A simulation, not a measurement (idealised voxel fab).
The name of this process module is voxel trench capacitor.
cross-section cut | 225 nm wide | cells 5 nm
Think of the cross-section as a grid of square cells. We describe it in bands, top to bottom, and each band covers one or more rows of those cells.
Read a band's entry like this: the first values are the height of its top and the height of its bottom in nm, and what follows is the sequence of materials from left to right, each with its width in nm. Note that "air" is empty space, and that a single material marked "full width" reaches across the band from edge to edge.
We count height from 0. Below that, the starting wafer is all one material. The lowest band never ends at the bottom but goes on down; see "0 -> down" for how that is written.
The two numbers in a width such as "30..40" mark its ends across the band: the first belongs to the top row of cells, the second to the bottom row, and from each row to the next the width moves by the same amount.
The designation "no modification", where it is given for a processing step, indicates that no cell of the cross-section was altered in the course of that step.
In "Fully enclosed voids" the enclosed voids are listed, meaning empty spaces of 8 cells or larger without any opening to the top. The form is width x height at distance, distance from the left edge, units nm.
Post-settings text on a step line: simulator's own remark regarding the step.
The "overlay nm" setting may appear on a step's line; for a step that uses a mask, it gives how far to the right of its planned position the mask lay, and a negative value indicates the left.

The following list gives the planned process steps
step 1: RECEIVE, material Si
step 2: CONFORMAL_DEP, material SiN, thk nm 5
step 3: MASKED_ETCH, tone open, mask id TRENCH, width nm 25, pitch nm 50, etch materials SiN, depth nm 5, overlay nm 0
step 4: MASKED_ETCH, tone open, mask id TRENCH, width nm 25, pitch nm 50, etch materials Si, depth nm 40, overlay nm 0
step 5: CONFORMAL_DEP, material HfO2, thk nm 5
step 6: CONFORMAL_DEP, material TiN, thk nm 5
step 7: FILL_DEP, material W, thk nm 5
step 8: CMP, height nm 5

So this is the incoming wafer in cross-section - it's already been through step 1
	0 -> down | Si full width
	Fully enclosed voids: none

First of two wafers: cross-section at end of module, run per plan
	5 -> 0 | 25 of SiN; 5 of HfO2; 5 of TiN; 5 of W; 5 of TiN; 5 of HfO2; 25 of SiN; 5 of HfO2; 5 of TiN; 5 of W; 5 of TiN; 5 of HfO2; 25 of SiN; 5 of HfO2; 5 of TiN; 5 of W; 5 of TiN; 5 of HfO2; 25 of SiN; 5 of HfO2; 5 of TiN; 5 of W; 5 of TiN; 5 of HfO2; 25 of SiN
	0 -> -30 | 25 of Si; 5 of HfO2; 5 of TiN; 5 of W; 5 of TiN; 5 of HfO2; 25 of Si; 5 of HfO2; 5 of TiN; 5 of W; 5 of TiN; 5 of HfO2; 25 of Si; 5 of HfO2; 5 of TiN; 5 of W; 5 of TiN; 5 of HfO2; 25 of Si; 5 of HfO2; 5 of TiN; 5 of W; 5 of TiN; 5 of HfO2; 25 of Si
	-30 -> -35 | 25 of Si; 5 of HfO2; 15 of TiN; 5 of HfO2; 25 of Si; 5 of HfO2; 15 of TiN; 5 of HfO2; 25 of Si; 5 of HfO2; 15 of TiN; 5 of HfO2; 25 of Si; 5 of HfO2; 15 of TiN; 5 of HfO2; 25 of Si
	-35 -> -40 | 25 of Si; 25 of HfO2; 25 of Si; 25 of HfO2; 25 of Si; 25 of HfO2; 25 of Si; 25 of HfO2; 25 of Si
	-40 -> down | Si full width
	Fully enclosed voids: none

Second wafer through the module, sectioned at the end: same beginning and same plan as the first wafer, with one mistake in carrying it out
	5 -> 0 | 25 of SiN; 5 of HfO2; 5 of TiN; 5 of W; 5 of TiN; 5 of HfO2; 25 of SiN; 5 of HfO2; 5 of TiN; 5 of W; 5 of TiN; 5 of HfO2; 25 of SiN; 5 of HfO2; 5 of TiN; 5 of W; 5 of TiN; 5 of HfO2; 25 of SiN; 5 of HfO2; 5 of TiN; 5 of W; 5 of TiN; 5 of HfO2; 25 of SiN
	0 -> -70 | 25 of Si; 5 of HfO2; 5 of TiN; 5 of W; 5 of TiN; 5 of HfO2; 25 of Si; 5 of HfO2; 5 of TiN; 5 of W; 5 of TiN; 5 of HfO2; 25 of Si; 5 of HfO2; 5 of TiN; 5 of W; 5 of TiN; 5 of HfO2; 25 of Si; 5 of HfO2; 5 of TiN; 5 of W; 5 of TiN; 5 of HfO2; 25 of Si
	-70 -> -75 | 25 of Si; 5 of HfO2; 15 of TiN; 5 of HfO2; 25 of Si; 5 of HfO2; 15 of TiN; 5 of HfO2; 25 of Si; 5 of HfO2; 15 of TiN; 5 of HfO2; 25 of Si; 5 of HfO2; 15 of TiN; 5 of HfO2; 25 of Si
	-75 -> -80 | 25 of Si; 25 of HfO2; 25 of Si; 25 of HfO2; 25 of Si; 25 of HfO2; 25 of Si; 25 of HfO2; 25 of Si
	-80 -> down | Si full width
	Fully enclosed voids: none
Plan not followed: regarding the plan, step 4 was run twice
at the end the second wafer has, in cells: 64 more of HfO2; 160 fewer of Si; 64 more of TiN; 32 more of W
